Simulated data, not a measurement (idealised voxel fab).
Process module in this document: voxel transistor to metal
For reference, the cross-section in this document is cut, with width 170 nm and square cells of 5 nm.
Cross-section, as written here: a square-cell grid given band by band from the top down, where a band holds one or more rows of cells. A band entry consists of two parts. The first gives the height of the band's top and the height of its bottom, in nm. The rest lists the band's materials from left to right, each with its width in nm. A single material labelled with the word "everywhere" fills the band from edge to edge, and the word "blank" marks empty space. Height 0 is the level under which the wafer as received is all one material. The lowest band goes on downwards, as in "0 down". Think of "30 to 40" as a width that walks from the first number to the second as you go down the band, top row to bottom row, taking equal-sized steps from row to row. Where the words "all unchanged" appear for a step, the cross-section shows no cell changed by that step; every cell remained as before. In "Enclosed internal voids" the enclosed voids are listed, meaning empty spaces of 8 cells or larger without any opening to the top. The form is width x height at distance, distance from the left edge, units nm. The remark found on a step's line after its settings is issued by the simulator itself and pertains to that step. If you see "overlay nm" on a step's line and that step has a mask, it's telling you how far right of where it was planned the mask ended up; a negative number means it went left instead.
-- Planned step list for the process
1: RECEIVE (material Si)
2: CONFORMAL_DEP (material SiO2; thk nm 5)
3: CONFORMAL_DEP (material SiN; thk nm 10)
4: PATTERN (tone cover; mask id ACTIVE; material resist; width nm 95; thk nm 15; overlay nm 0)
5: DIRECTIONAL_ETCH (etch materials SiN; depth nm 10)
6: DIRECTIONAL_ETCH (etch materials SiO2; depth nm 5)
7: DIRECTIONAL_ETCH (etch materials Si; depth nm 35)
8: STRIP (etch materials resist)
9: FILL_DEP (material SiO2; thk nm 10)
10: CMP (height nm 15)
11: SELECTIVE_ETCH (etch materials SiO2; depth nm 5)
12: STRIP (etch materials SiN)
13: SELECTIVE_ETCH (etch materials SiO2; depth nm 5)
14: OXIDIZE (depth nm 5)
15: DIRECTIONAL_DEP (material polySi; thk nm 25)
16: DIRECTIONAL_DEP (material SiCN; thk nm 10)
17: PATTERN (tone cover; mask id GATE; material resist; width nm 25; thk nm 15; overlay nm 0)
18: DIRECTIONAL_ETCH (etch materials SiCN; depth nm 20)
19: DIRECTIONAL_ETCH (etch materials polySi; depth nm 35)
20: STRIP (etch materials resist)
21: CONFORMAL_DEP (material SiO2; thk nm 5)
22: DIRECTIONAL_ETCH (etch materials SiO2; depth nm 5)
23: CONFORMAL_DEP (material SiN; thk nm 10)
24: DIRECTIONAL_ETCH (etch materials SiN; depth nm 10)
25: DIRECTIONAL_ETCH (etch materials SiO2; depth nm 5)
26: DIRECTIONAL_ETCH (etch materials Si; depth nm 10)
27: EPI (material SiGe; thk nm 10)
28: FILL_DEP (material SiO2; thk nm 5)
29: CMP (height nm 35)
30: DIRECTIONAL_DEP (material SiO2; thk nm 15)
31: MASKED_ETCH (tone open; mask id CONTACT; width nm 25; pitch nm 60; etch materials SiO2; depth nm 45; overlay nm 0)
32: CONFORMAL_DEP (material TiN; thk nm 5)
33: FILL_DEP (material W; thk nm 5)
34: CMP (height nm 50)
35: DIRECTIONAL_DEP (material TiN; thk nm 5)
36: DIRECTIONAL_DEP (material Ru; thk nm 25)
37: PATTERN (tone cover; mask id METAL_1; material resist; width nm 15; pitch nm 70; thk nm 15; overlay nm 0)
38: DIRECTIONAL_ETCH (etch materials Ru; depth nm 25)
39: DIRECTIONAL_ETCH (etch materials TiN; depth nm 5)
40: STRIP (etch materials resist)
41: FILL_DEP (material SiO2; thk nm 5)
42: CMP (height nm 80)
43: CONFORMAL_DEP (material SiCN; thk nm 5)
44: DIRECTIONAL_DEP (material SiO2; thk nm 25)
45: PATTERN (tone open; mask id METAL_2; material resist; width nm 15; pitch nm 70; thk nm 20; overlay nm 0)
46: DIRECTIONAL_ETCH (etch materials SiO2; depth nm 15)
47: STRIP (etch materials resist)
48: DIRECTIONAL_DEP (material aC; thk nm 10)
49: PATTERN (tone open; mask id METAL_2_HOLES; material resist; width nm 15; pitch nm 70; thk nm 30; overlay nm 0)
50: DIRECTIONAL_ETCH (etch materials aC; depth nm 10)
51: STRIP (etch materials resist)
52: DIRECTIONAL_ETCH (etch materials SiO2; depth nm 10)
53: DIRECTIONAL_ETCH (etch materials SiCN; depth nm 5)
54: STRIP (etch materials aC)
55: CONFORMAL_DEP (material TiN; thk nm 5)
56: FILL_DEP (material Ru; thk nm 10)
57: CMP (height nm 110)
58: CONFORMAL_DEP (material SiN; thk nm 5)
-- Wafer, first of two, run as planned
-- Wafer at receipt (post step 1), cross-section
- 0 down = Si everywhere
- Enclosed internal voids: none
-- So this is the wafer cross-section right after step 2
- 5 to 0 = SiO2 everywhere
- No changes below 0.
-- So this is the wafer cross-section right after step 3
- 15 to 5 = SiN everywhere
- No changes below 5.
-- So this is the wafer cross-section right after step 4
- 30 to 15 = 35 of blank, 95 of resist, 40 of blank
- No changes below 15.
-- So this is the wafer cross-section right after step 5
- 30 to 15 = 35 of blank, 95 of resist, 40 of blank
- 15 to 5 = 35 of blank, 95 of SiN, 40 of blank
- No changes below 5.
-- So this is the wafer cross-section right after step 6
- 30 to 15 = 35 of blank, 95 of resist, 40 of blank
- 15 to 5 = 35 of blank, 95 of SiN, 40 of blank
- 5 to 0 = 35 of blank, 95 of SiO2, 40 of blank
- No changes below 0.
-- So this is the wafer cross-section right after step 7
- 30 to 15 = 35 of blank, 95 of resist, 40 of blank
- 15 to 5 = 35 of blank, 95 of SiN, 40 of blank
- 5 to 0 = 35 of blank, 95 of SiO2, 40 of blank
- 0 to -35 = 35 of blank, 95 of Si, 40 of blank
- No changes below -35.
-- So this is the wafer cross-section right after step 8
- 15 to 5 = 35 of blank, 95 of SiN, 40 of blank
- No changes below 5.
-- So this is the wafer cross-section right after step 9
- 25 to 15 = SiO2 everywhere
- 15 to 5 = 35 of SiO2, 95 of SiN, 40 of SiO2
- 5 to 0 = SiO2 everywhere
- 0 to -35 = 35 of SiO2, 95 of Si, 40 of SiO2
- No changes below -35.
-- So this is the wafer cross-section right after step 10
- 15 to 5 = 35 of SiO2, 95 of SiN, 40 of SiO2
- No changes below 5.
-- So this is the wafer cross-section right after step 11
- 15 to 10 = 35 of blank, 95 of SiN, 40 of blank
- No changes below 10.
-- So this is the wafer cross-section right after step 12
- 10 to 5 = 35 of SiO2, 95 of blank, 40 of SiO2
- No changes below 5.
-- So this is the wafer cross-section right after step 13
- 5 to 0 = 30 of SiO2, 105 of blank, 35 of SiO2
- No changes below 0.
-- So this is the wafer cross-section right after step 14
- 5 to 0 = 30 of SiO2, 105 of blank, 35 of SiO2
- 0 to -5 = SiO2 everywhere
- No changes below -5.
-- So this is the wafer cross-section right after step 15
- 30 to 25 = 30 of polySi, 105 of blank, 35 of polySi
- 25 to 5 = polySi everywhere
- 5 to 0 = 30 of SiO2, 105 of polySi, 35 of SiO2
- No changes below 0.
-- So this is the wafer cross-section right after step 16
- 40 to 35 = 30 of SiCN, 105 of blank, 35 of SiCN
- 35 to 30 = SiCN everywhere
- 30 to 25 = 30 of polySi, 105 of SiCN, 35 of polySi
- No changes below 25.
-- So this is the wafer cross-section right after step 17
- 55 to 40 = 70 of blank, 25 of resist, 75 of blank
- 40 to 35 = 30 of SiCN, 40 of blank, 25 of resist, 40 of blank, 35 of SiCN
- No changes below 35.
-- So this is the wafer cross-section right after step 18
- 55 to 35 = 70 of blank, 25 of resist, 75 of blank
- 35 to 30 = 70 of blank, 25 of SiCN, 75 of blank
- 30 to 25 = 30 of polySi, 40 of blank, 25 of SiCN, 40 of blank, 35 of polySi
- No changes below 25.
-- So this is the wafer cross-section right after step 19
- 55 to 35 = 70 of blank, 25 of resist, 75 of blank
- 35 to 25 = 70 of blank, 25 of SiCN, 75 of blank
- 25 to 5 = 70 of blank, 25 of polySi, 75 of blank
- 5 to 0 = 30 of SiO2, 40 of blank, 25 of polySi, 40 of blank, 35 of SiO2
- No changes below 0.
-- So this is the wafer cross-section right after step 20
- 35 to 25 = 70 of blank, 25 of SiCN, 75 of blank
- No changes below 25.
-- So this is the wafer cross-section right after step 21
- 40 to 35 = 65 of blank, 35 of SiO2, 70 of blank
- 35 to 25 = 65 of blank, 5 of SiO2, 25 of SiCN, 5 of SiO2, 70 of blank
- 25 to 10 = 65 of blank, 5 of SiO2, 25 of polySi, 5 of SiO2, 70 of blank
- 10 to 5 = 35 of SiO2, 30 of blank, 5 of SiO2, 25 of polySi, 5 of SiO2, 30 of blank, 40 of SiO2
- 5 to 0 = 70 of SiO2, 25 of polySi, 75 of SiO2
- No changes below 0.
-- So this is the wafer cross-section right after step 22
- 35 to 25 = 65 of blank, 5 of SiO2, 25 of SiCN, 5 of SiO2, 70 of blank
- 25 to 5 = 65 of blank, 5 of SiO2, 25 of polySi, 5 of SiO2, 70 of blank
- 5 to 0 = 35 of SiO2, 30 of blank, 5 of SiO2, 25 of polySi, 5 of SiO2, 30 of blank, 40 of SiO2
- No changes below 0.
-- So this is the wafer cross-section right after step 23
- 45 to 35 = 55 of blank, 55 of SiN, 60 of blank
- 35 to 25 = 55 of blank, 10 of SiN, 5 of SiO2, 25 of SiCN, 5 of SiO2, 10 of SiN, 60 of blank
- 25 to 15 = 55 of blank, 10 of SiN, 5 of SiO2, 25 of polySi, 5 of SiO2, 10 of SiN, 60 of blank
- 15 to 10 = 45 of SiN, 10 of blank, 10 of SiN, 5 of SiO2, 25 of polySi, 5 of SiO2, 10 of SiN, 10 of blank, 50 of SiN
- 10 to 5 = 65 of SiN, 5 of SiO2, 25 of polySi, 5 of SiO2, 70 of SiN
- 5 to 0 = 35 of SiO2, 30 of SiN, 5 of SiO2, 25 of polySi, 5 of SiO2, 30 of SiN, 40 of SiO2
- No changes below 0.
-- So this is the wafer cross-section right after step 24
- 35 to 25 = 55 of blank, 10 of SiN, 5 of SiO2, 25 of SiCN, 5 of SiO2, 10 of SiN, 60 of blank
- 25 to 5 = 55 of blank, 10 of SiN, 5 of SiO2, 25 of polySi, 5 of SiO2, 10 of SiN, 60 of blank
- 5 to 0 = 35 of SiO2, 10 of SiN, 10 of blank, 10 of SiN, 5 of SiO2, 25 of polySi, 5 of SiO2, 10 of SiN, 10 of blank, 10 of SiN, 40 of SiO2
- No changes below 0.
-- So this is the wafer cross-section right after step 25
- 35 to 30 = 55 of blank, 10 of SiN, 5 of blank, 25 of SiCN, 5 of blank, 10 of SiN, 60 of blank
- 30 to 25 = 55 of blank, 10 of SiN, 5 of SiO2, 25 of SiCN, 5 of SiO2, 10 of SiN, 60 of blank
- 25 to 5 = 55 of blank, 10 of SiN, 5 of SiO2, 25 of polySi, 5 of SiO2, 10 of SiN, 60 of blank
- 5 to 0 = 35 of blank, 10 of SiN, 10 of blank, 10 of SiN, 5 of SiO2, 25 of polySi, 5 of SiO2, 10 of SiN, 10 of blank, 10 of SiN, 40 of blank
- 0 to -5 = 45 of SiO2, 10 of blank, 55 of SiO2, 10 of blank, 50 of SiO2
- No changes below -5.
-- So this is the wafer cross-section right after step 26
- 35 to 30 = 55 of blank, 10 of SiN, 5 of blank, 25 of SiCN, 5 of blank, 10 of SiN, 60 of blank
- 30 to 25 = 55 of blank, 10 of SiN, 5 of SiO2, 25 of SiCN, 5 of SiO2, 10 of SiN, 60 of blank
- 25 to 5 = 55 of blank, 10 of SiN, 5 of SiO2, 25 of polySi, 5 of SiO2, 10 of SiN, 60 of blank
- 5 to 0 = 35 of blank, 10 of SiN, 10 of blank, 10 of SiN, 5 of SiO2, 25 of polySi, 5 of SiO2, 10 of SiN, 10 of blank, 10 of SiN, 40 of blank
- 0 to -5 = 45 of SiO2, 10 of blank, 55 of SiO2, 10 of blank, 50 of SiO2
- -5 to -15 = 35 of SiO2, 10 of Si, 10 of blank, 55 of Si, 10 of blank, 10 of Si, 40 of SiO2
- No changes below -15.
-- So this is the wafer cross-section right after step 27
- 35 to 30 = 55 of blank, 10 of SiN, 5 of blank, 25 of SiCN, 5 of blank, 10 of SiN, 60 of blank
- 30 to 25 = 55 of blank, 10 of SiN, 5 of SiO2, 25 of SiCN, 5 of SiO2, 10 of SiN, 60 of blank
- 25 to 5 = 55 of blank, 10 of SiN, 5 of SiO2, 25 of polySi, 5 of SiO2, 10 of SiN, 60 of blank
- 5 to 0 = 35 of blank, 10 of SiN, 10 of SiGe, 10 of SiN, 5 of SiO2, 25 of polySi, 5 of SiO2, 10 of SiN, 10 of SiGe, 10 of SiN, 40 of blank
- 0 to -5 = 45 of SiO2, 10 of SiGe, 55 of SiO2, 10 of SiGe, 50 of SiO2
- -5 to -15 = 35 of SiO2, 10 of Si, 10 of SiGe, 55 of Si, 10 of SiGe, 10 of Si, 40 of SiO2
- No changes below -15.
-- So this is the wafer cross-section right after step 28
- 40 to 35 = SiO2 everywhere
- 35 to 25 = 55 of SiO2, 10 of SiN, 5 of SiO2, 25 of SiCN, 5 of SiO2, 10 of SiN, 60 of SiO2
- 25 to 5 = 55 of SiO2, 10 of SiN, 5 of SiO2, 25 of polySi, 5 of SiO2, 10 of SiN, 60 of SiO2
- 5 to 0 = 35 of SiO2, 10 of SiN, 10 of SiGe, 10 of SiN, 5 of SiO2, 25 of polySi, 5 of SiO2, 10 of SiN, 10 of SiGe, 10 of SiN, 40 of SiO2
- No changes below 0.
-- So this is the wafer cross-section right after step 29
- 35 to 25 = 55 of SiO2, 10 of SiN, 5 of SiO2, 25 of SiCN, 5 of SiO2, 10 of SiN, 60 of SiO2
- No changes below 25.
-- So this is the wafer cross-section right after step 30
- 50 to 35 = SiO2 everywhere
- No changes below 35.
-- So this is the wafer cross-section right after step 31
- 50 to 35 = 40 of SiO2, 25 of blank, 35 of SiO2, 25 of blank, 45 of SiO2
- 35 to 25 = 40 of SiO2, 15 of blank, 10 of SiN, 5 of SiO2, 25 of SiCN, 5 of SiO2, 10 of SiN, 15 of blank, 45 of SiO2
- 25 to 5 = 40 of SiO2, 15 of blank, 10 of SiN, 5 of SiO2, 25 of polySi, 5 of SiO2, 10 of SiN, 15 of blank, 45 of SiO2
- No changes below 5.
-- So this is the wafer cross-section right after step 32
- 55 to 50 = 45 of TiN, 15 of blank, 45 of TiN, 15 of blank, 50 of TiN
- 50 to 40 = 40 of SiO2, 5 of TiN, 15 of blank, 5 of TiN, 35 of SiO2, 5 of TiN, 15 of blank, 5 of TiN, 45 of SiO2
- 40 to 35 = 40 of SiO2, 5 of TiN, 5 of blank, 15 of TiN, 35 of SiO2, 15 of TiN, 5 of blank, 5 of TiN, 45 of SiO2
- 35 to 25 = 40 of SiO2, 5 of TiN, 5 of blank, 5 of TiN, 10 of SiN, 5 of SiO2, 25 of SiCN, 5 of SiO2, 10 of SiN, 5 of TiN, 5 of blank, 5 of TiN, 45 of SiO2
- 25 to 10 = 40 of SiO2, 5 of TiN, 5 of blank, 5 of TiN, 10 of SiN, 5 of SiO2, 25 of polySi, 5 of SiO2, 10 of SiN, 5 of TiN, 5 of blank, 5 of TiN, 45 of SiO2
- 10 to 5 = 40 of SiO2, 15 of TiN, 10 of SiN, 5 of SiO2, 25 of polySi, 5 of SiO2, 10 of SiN, 15 of TiN, 45 of SiO2
- No changes below 5.
-- So this is the wafer cross-section right after step 33
- 60 to 55 = W everywhere
- 55 to 50 = 45 of TiN, 15 of W, 45 of TiN, 15 of W, 50 of TiN
- 50 to 40 = 40 of SiO2, 5 of TiN, 15 of W, 5 of TiN, 35 of SiO2, 5 of TiN, 15 of W, 5 of TiN, 45 of SiO2
- 40 to 35 = 40 of SiO2, 5 of TiN, 5 of W, 15 of TiN, 35 of SiO2, 15 of TiN, 5 of W, 5 of TiN, 45 of SiO2
- 35 to 25 = 40 of SiO2, 5 of TiN, 5 of W, 5 of TiN, 10 of SiN, 5 of SiO2, 25 of SiCN, 5 of SiO2, 10 of SiN, 5 of TiN, 5 of W, 5 of TiN, 45 of SiO2
- 25 to 10 = 40 of SiO2, 5 of TiN, 5 of W, 5 of TiN, 10 of SiN, 5 of SiO2, 25 of polySi, 5 of SiO2, 10 of SiN, 5 of TiN, 5 of W, 5 of TiN, 45 of SiO2
- No changes below 10.
-- So this is the wafer cross-section right after step 34
- 50 to 40 = 40 of SiO2, 5 of TiN, 15 of W, 5 of TiN, 35 of SiO2, 5 of TiN, 15 of W, 5 of TiN, 45 of SiO2
- No changes below 40.
-- So this is the wafer cross-section right after step 35
- 55 to 50 = TiN everywhere
- No changes below 50.
-- So this is the wafer cross-section right after step 36
- 80 to 55 = Ru everywhere
- No changes below 55.
-- So this is the wafer cross-section right after step 37
- 95 to 80 = 40 of blank, 15 of resist, 55 of blank, 15 of resist, 45 of blank
- No changes below 80.
-- So this is the wafer cross-section right after step 38
- 95 to 80 = 40 of blank, 15 of resist, 55 of blank, 15 of resist, 45 of blank
- 80 to 55 = 40 of blank, 15 of Ru, 55 of blank, 15 of Ru, 45 of blank
- No changes below 55.
-- So this is the wafer cross-section right after step 39
- 95 to 80 = 40 of blank, 15 of resist, 55 of blank, 15 of resist, 45 of blank
- 80 to 55 = 40 of blank, 15 of Ru, 55 of blank, 15 of Ru, 45 of blank
- 55 to 50 = 40 of blank, 15 of TiN, 55 of blank, 15 of TiN, 45 of blank
- No changes below 50.
-- So this is the wafer cross-section right after step 40
- 80 to 55 = 40 of blank, 15 of Ru, 55 of blank, 15 of Ru, 45 of blank
- No changes below 55.
-- So this is the wafer cross-section right after step 41
- 85 to 80 = SiO2 everywhere
- 80 to 55 = 40 of SiO2, 15 of Ru, 55 of SiO2, 15 of Ru, 45 of SiO2
- 55 to 50 = 40 of SiO2, 15 of TiN, 55 of SiO2, 15 of TiN, 45 of SiO2
- No changes below 50.
-- So this is the wafer cross-section right after step 42
- 80 to 55 = 40 of SiO2, 15 of Ru, 55 of SiO2, 15 of Ru, 45 of SiO2
- No changes below 55.
-- So this is the wafer cross-section right after step 43
- 85 to 80 = SiCN everywhere
- No changes below 80.
-- So this is the wafer cross-section right after step 44
- 110 to 85 = SiO2 everywhere
- No changes below 85.
-- So this is the wafer cross-section right after step 45
- 130 to 110 = 40 of resist, 15 of blank, 55 of resist, 15 of blank, 45 of resist
- No changes below 110.
-- So this is the wafer cross-section right after step 46
- 130 to 110 = 40 of resist, 15 of blank, 55 of resist, 15 of blank, 45 of resist
- 110 to 95 = 40 of SiO2, 15 of blank, 55 of SiO2, 15 of blank, 45 of SiO2
- No changes below 95.
-- So this is the wafer cross-section right after step 47
- 110 to 95 = 40 of SiO2, 15 of blank, 55 of SiO2, 15 of blank, 45 of SiO2
- No changes below 95.
-- So this is the wafer cross-section right after step 48
- 120 to 110 = 40 of aC, 15 of blank, 55 of aC, 15 of blank, 45 of aC
- 110 to 105 = 40 of SiO2, 15 of blank, 55 of SiO2, 15 of blank, 45 of SiO2
- 105 to 95 = 40 of SiO2, 15 of aC, 55 of SiO2, 15 of aC, 45 of SiO2
- No changes below 95.
-- So this is the wafer cross-section right after step 49
- 150 to 120 = 40 of resist, 15 of blank, 55 of resist, 15 of blank, 45 of resist
- No changes below 120.
-- So this is the wafer cross-section right after step 50
- 140 to 120 = 40 of resist, 15 of blank, 55 of resist, 15 of blank, 45 of resist
- 120 to 110 = 40 of aC, 15 of blank, 55 of aC, 15 of blank, 45 of aC
- 110 to 95 = 40 of SiO2, 15 of blank, 55 of SiO2, 15 of blank, 45 of SiO2
- No changes below 95.
-- So this is the wafer cross-section right after step 51
- 120 to 110 = 40 of aC, 15 of blank, 55 of aC, 15 of blank, 45 of aC
- No changes below 110.
-- So this is the wafer cross-section right after step 52
- 120 to 110 = 40 of aC, 15 of blank, 55 of aC, 15 of blank, 45 of aC
- 110 to 85 = 40 of SiO2, 15 of blank, 55 of SiO2, 15 of blank, 45 of SiO2
- No changes below 85.
-- So this is the wafer cross-section right after step 53
- 120 to 110 = 40 of aC, 15 of blank, 55 of aC, 15 of blank, 45 of aC
- 110 to 85 = 40 of SiO2, 15 of blank, 55 of SiO2, 15 of blank, 45 of SiO2
- 85 to 80 = 40 of SiCN, 15 of blank, 55 of SiCN, 15 of blank, 45 of SiCN
- No changes below 80.
-- So this is the wafer cross-section right after step 54
- 110 to 85 = 40 of SiO2, 15 of blank, 55 of SiO2, 15 of blank, 45 of SiO2
- No changes below 85.
-- So this is the wafer cross-section right after step 55
- 115 to 110 = 45 of TiN, 5 of blank, 65 of TiN, 5 of blank, 50 of TiN
- 110 to 85 = 40 of SiO2, 5 of TiN, 5 of blank, 5 of TiN, 55 of SiO2, 5 of TiN, 5 of blank, 5 of TiN, 45 of SiO2
- 85 to 80 = 40 of SiCN, 15 of TiN, 55 of SiCN, 15 of TiN, 45 of SiCN
- No changes below 80.
-- So this is the wafer cross-section right after step 56
- 125 to 115 = Ru everywhere
- 115 to 110 = 45 of TiN, 5 of Ru, 65 of TiN, 5 of Ru, 50 of TiN
- 110 to 85 = 40 of SiO2, 5 of TiN, 5 of Ru, 5 of TiN, 55 of SiO2, 5 of TiN, 5 of Ru, 5 of TiN, 45 of SiO2
- No changes below 85.
-- So this is the wafer cross-section right after step 57
- 110 to 85 = 40 of SiO2, 5 of TiN, 5 of Ru, 5 of TiN, 55 of SiO2, 5 of TiN, 5 of Ru, 5 of TiN, 45 of SiO2
- No changes below 85.
-- So this is the wafer cross-section right after step 58
- 115 to 110 = SiN everywhere
- No changes below 110.
-- It is to be noted that the second wafer proceeded from the same initial state and according to the same plan as the first, although one mistake was committed in its execution; through step 42, inclusive, the two wafers share an identical history
-- Second wafer, sectioned view, at step 43's planned end time
- 105 to 80 = SiO2 everywhere
- No changes below 80.
-- Second wafer, sectioned view, at step 44's planned end time
- 110 to 105 = SiCN everywhere
- No changes below 105.
-- Second wafer, sectioned view, at step 45's planned end time
- 130 to 110 = 40 of resist, 15 of blank, 55 of resist, 15 of blank, 45 of resist
- No changes below 110.
Second wafer, sectioned view, at step 46's planned end time: all unchanged
-- Second wafer, sectioned view, at step 47's planned end time
- 110 to 105 = SiCN everywhere
- No changes below 105.
-- Second wafer, sectioned view, at step 48's planned end time
- 120 to 110 = aC everywhere
- No changes below 110.
-- Second wafer, sectioned view, at step 49's planned end time
- 150 to 120 = 40 of resist, 15 of blank, 55 of resist, 15 of blank, 45 of resist
- No changes below 120.
-- Second wafer, sectioned view, at step 50's planned end time
- 140 to 120 = 40 of resist, 15 of blank, 55 of resist, 15 of blank, 45 of resist
- 120 to 110 = 40 of aC, 15 of blank, 55 of aC, 15 of blank, 45 of aC
- No changes below 110.
-- Second wafer, sectioned view, at step 51's planned end time
- 120 to 110 = 40 of aC, 15 of blank, 55 of aC, 15 of blank, 45 of aC
- No changes below 110.
Second wafer, sectioned view, at step 52's planned end time: all unchanged
-- Second wafer, sectioned view, at step 53's planned end time
- 120 to 110 = 40 of aC, 15 of blank, 55 of aC, 15 of blank, 45 of aC
- 110 to 105 = 40 of SiCN, 15 of blank, 55 of SiCN, 15 of blank, 45 of SiCN
- No changes below 105.
-- Second wafer, sectioned view, at step 54's planned end time
- 110 to 105 = 40 of SiCN, 15 of blank, 55 of SiCN, 15 of blank, 45 of SiCN
- No changes below 105.
-- Second wafer, sectioned view, at step 55's planned end time
- 115 to 110 = 45 of TiN, 5 of blank, 65 of TiN, 5 of blank, 50 of TiN
- 110 to 105 = 40 of SiCN, 15 of TiN, 55 of SiCN, 15 of TiN, 45 of SiCN
- No changes below 105.
-- Second wafer, sectioned view, at step 56's planned end time
- 125 to 115 = Ru everywhere
- 115 to 110 = 45 of TiN, 5 of Ru, 65 of TiN, 5 of Ru, 50 of TiN
- No changes below 110.
-- Second wafer, sectioned view, at step 57's planned end time
- 110 to 105 = 40 of SiCN, 15 of TiN, 55 of SiCN, 15 of TiN, 45 of SiCN
- No changes below 105.
-- Second wafer, sectioned view, at step 58's planned end time
- 115 to 110 = SiN everywhere
- No changes below 110.
In executing the process, a mistake was made relative to the plan: the processing plan was not followed for steps 43 and 44, which were run with their positions exchanged
Final wafer comparison in cells, second versus first, more or fewer per material: Ru -10; SiO2 +30; TiN -20
